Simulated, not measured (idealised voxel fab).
process module | voxel local oxidation
cross-section cut | 190 nm wide | cells 5 nm
A cross-section is a grid of square cells, given in bands from the top down. A band is one or more rows of cells.
Each band's line starts with the height of the band's top and of its bottom, in nm. Then come its materials from left to right, each with its width in nm. One material with "throughout" fills the band from edge to edge. "air" is empty space.
Height 0 is the level under which the wafer as received is all one material. The lowest band goes on downwards, as in "0 down".
A width such as "30 to 40" changes by the same amount from each row of cells to the next, from the band's top row to its bottom row.
"no change" after a step means that no cell of the cross-section changed.
closed voids: empty space of 8 cells or more with no open way to the top, each as width x height at its distance from the left edge, in nm
after a step's settings: what the simulator itself notes on the step
overlay nm, on a step with a mask: how far to the right of its planned place the mask lay; to the left if negative
plan
1 op RECEIVE | material Si
2 op CONFORMAL_DEP | material SiO2 | thk nm 5
3 op CONFORMAL_DEP | material SiN | thk nm 15
4 op MASKED_ETCH | tone cover | mask id ACTIVE | width nm 105 | etch materials SiN | depth nm 15 | overlay nm 0
5 op SELECTIVE_ETCH | etch materials SiO2 | depth nm 5
6 op OXIDIZE | depth nm 10
7 op STRIP | etch materials SiN
first wafer, as planned
as received, after step 1
  0 down: Si throughout
  closed voids: none
after step 2
  5 to 0: SiO2 throughout
  below 0: unchanged
after step 3
  20 to 5: SiN throughout
  below 5: unchanged
after step 4
  20 to 5: air 40 | SiN 105 | air 45
  below 5: unchanged
after step 5
  20 to 5: air 40 | SiN 105 | air 45
  5 to 0: air 45 | SiO2 95 | air 50
  below 0: unchanged
after step 6
  20 to 5: air 40 | SiN 105 | air 45
  5 to 0: air 45 | SiO2 95 | air 50
  0 to -10: SiO2 55 | Si 75 | SiO2 60
  below -10: unchanged
after step 7
  5 to 0: air 45 | SiO2 95 | air 50
  below 0: unchanged
second wafer: like start, like plan, one mistake. Through step 3 it matches the first wafer
when step 4 should have ended
  20 to 5: air 50 | SiN 105 | air 35
  below 5: unchanged
when step 5 should have ended
  20 to 5: air 50 | SiN 105 | air 35
  5 to 0: air 55 | SiO2 95 | air 40
  below 0: unchanged
when step 6 should have ended
  20 to 5: air 50 | SiN 105 | air 35
  5 to 0: air 55 | SiO2 95 | air 40
  0 to -10: SiO2 65 | Si 75 | SiO2 50
  below -10: unchanged
when step 7 should have ended
  5 to 0: air 55 | SiO2 95 | air 40
  below 0: unchanged
what went wrong: step 4 ran as: op MASKED_ETCH | tone cover | mask id ACTIVE | width nm 105 | etch materials SiN | depth nm 15 | overlay nm 10
at the end the second wafer has, in cells: as many of each material as the first, in other places
